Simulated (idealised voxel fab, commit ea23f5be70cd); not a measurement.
Herein follows the process module entitled voxel local oxidation.
The cross-section shown here is cut; it is 205 nm wide and divided into square cells measuring 5 nm on a side.
How to read a cross-section here: the picture is a grid of square cells, written as bands going from the top down, and any band can span one or more rows of cells.
Quick guide to a band line: top height, bottom height (nm) up front; then every material left to right with its width in nm. Only one material and it's marked "full width"? Then it fills the band edge to edge. And "blank" just means empty space.
Height is counted from the level 0, under which the received wafer is composed throughout of one material. The lowest of the bands is not closed at the bottom but continues downward, in the notation "z 0 and below".
Width "30..40": first value at the band's top row of cells, second value at its bottom row, equal change from row to row.
Basically "remained unchanged" means that step didn't change any cell in the cross-section.
If an empty space has no open way to the top and is at least 8 cells in size, "Sealed internal cavities" lists it, written width x height at distance, where distance is measured from the left edge and every value is in nm.
Past the settings on a step's line: simulator remark, on that step.
You can add "overlay nm" to a step's line. For a step with a mask, it describes how far the mask lay to the right of its planned position, and a negative number describes a lay to the left.
Process steps - plan:
1. RECEIVE with material Si
2. OXIDIZE with depth nm 5
3. CONFORMAL_DEP with material SiN, thk nm 15
4. DIRECTIONAL_DEP with material aC, thk nm 10
5. PATTERN with tone cover, mask id ACTIVE, material resist, width nm 130, thk nm 30, overlay nm 0
6. DIRECTIONAL_ETCH with etch materials aC, depth nm 10
7. STRIP with etch materials resist
8. DIRECTIONAL_ETCH with etch materials SiN, depth nm 15
9. STRIP with etch materials aC
10. SELECTIVE_ETCH with etch materials SiO2, depth nm 5
11. OXIDIZE with depth nm 10
12. STRIP with etch materials SiN
Received-state cross-section, reflecting completion of step 1:
* z 0 and below  Si full width
* Sealed internal cavities: none
Final cross-section, module run with one mistake (start and plan as above):
* z 0 to -5  SiO2 30 / blank 140 / SiO2 35
* z -5 to -15  Si 20 / SiO2 160 / Si 25
* z -15 and below  Si full width
* Sealed internal cavities: none
Heads up, the wafer didn't run the way we planned it: the process deviated at step 5: the operation and settings actually run there were PATTERN with tone open, mask id ACTIVE, material resist, width nm 130, thk nm 30, overlay nm 0
